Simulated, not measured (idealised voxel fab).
Herein follows the process module entitled voxel lift off.
The cross-section on display is named cut; it measures 295 nm wide, and its cells are 5 nm squares.
Cross-section, as written here: a square-cell grid given band by band from the top down, where a band holds one or more rows of cells.
Top height, bottom height, nm. Materials left to right, width each, nm. Single material + "full width" = fills band edge to edge. "air" = empty.
Zero point of the height axis is 0; under it, received wafer = one material. Lowest band: continues down indefinitely, "0 -> down".
Width: "30 to 40" (first number = top row, second number = bottom row, same change from row to row of cells).
Take "stayed the same" at face value: in the step it is given for, the cross-section changed in none of its cells.
In "Closed voids list" the enclosed voids are listed, meaning empty spaces of 8 cells or larger without any opening to the top. The form is width x height at distance, distance from the left edge, units nm.
What comes after the settings on a step's line is commentary from the simulator itself on that step.
The "overlay nm" setting may appear on a step's line; for a step that uses a mask, it gives how far to the right of its planned position the mask lay, and a negative value indicates the left.
These are the steps we planned for the process
1: RECEIVE [material Si]
2: CONFORMAL_DEP [material SiO2] [thk nm 5]
3: PATTERN [tone open] [mask id LINES] [material resist] [width nm 20] [pitch nm 40] [thk nm 30] [overlay nm 0]
4: DIRECTIONAL_DEP [material Ru] [thk nm 15]
5: STRIP [etch materials resist]
6: CONFORMAL_DEP [material SiN] [thk nm 5]
So this is the incoming wafer in cross-section - it's already been through step 1
0 -> down = Si full width
Closed voids list: none
Run as planned - first of the two wafers cross-sectioned at the end of the module
25 -> 20 = air=110, then SiN=30, then air=10, then SiN=30, then air=115
20 -> 10 = air=110, then SiN=5, then Ru=20, then SiN=5, then air=10, then SiN=5, then Ru=20, then SiN=5, then air=115
10 -> 5 = SiN=115, then Ru=20, then SiN=20, then Ru=20, then SiN=120
5 -> 0 = SiO2 full width
0 -> down = Si full width
Closed voids list: none
Now the second wafer, cross-sectioned at the end of the module. Nothing different at the start, nothing different in the plan compared with the first, just one mistake when it was actually run
25 -> 20 = air=115, then SiN=25, then air=15, then SiN=25, then air=115
20 -> 10 = air=115, then SiN=5, then Ru=15, then SiN=5, then air=15, then SiN=5, then Ru=15, then SiN=5, then air=115
10 -> 5 = SiN=120, then Ru=15, then SiN=25, then Ru=15, then SiN=120
5 -> 0 = SiO2 full width
0 -> down = Si full width
Closed voids list: none
What was done differently from what was planned? step 3 deviated from plan and actually ran as PATTERN [tone open] [mask id LINES] [material resist] [width nm 15] [pitch nm 40] [thk nm 30] [overlay nm 0]
The final cell counts differ between the wafers, with the second having more or fewer of some materials than the first: -6 Ru
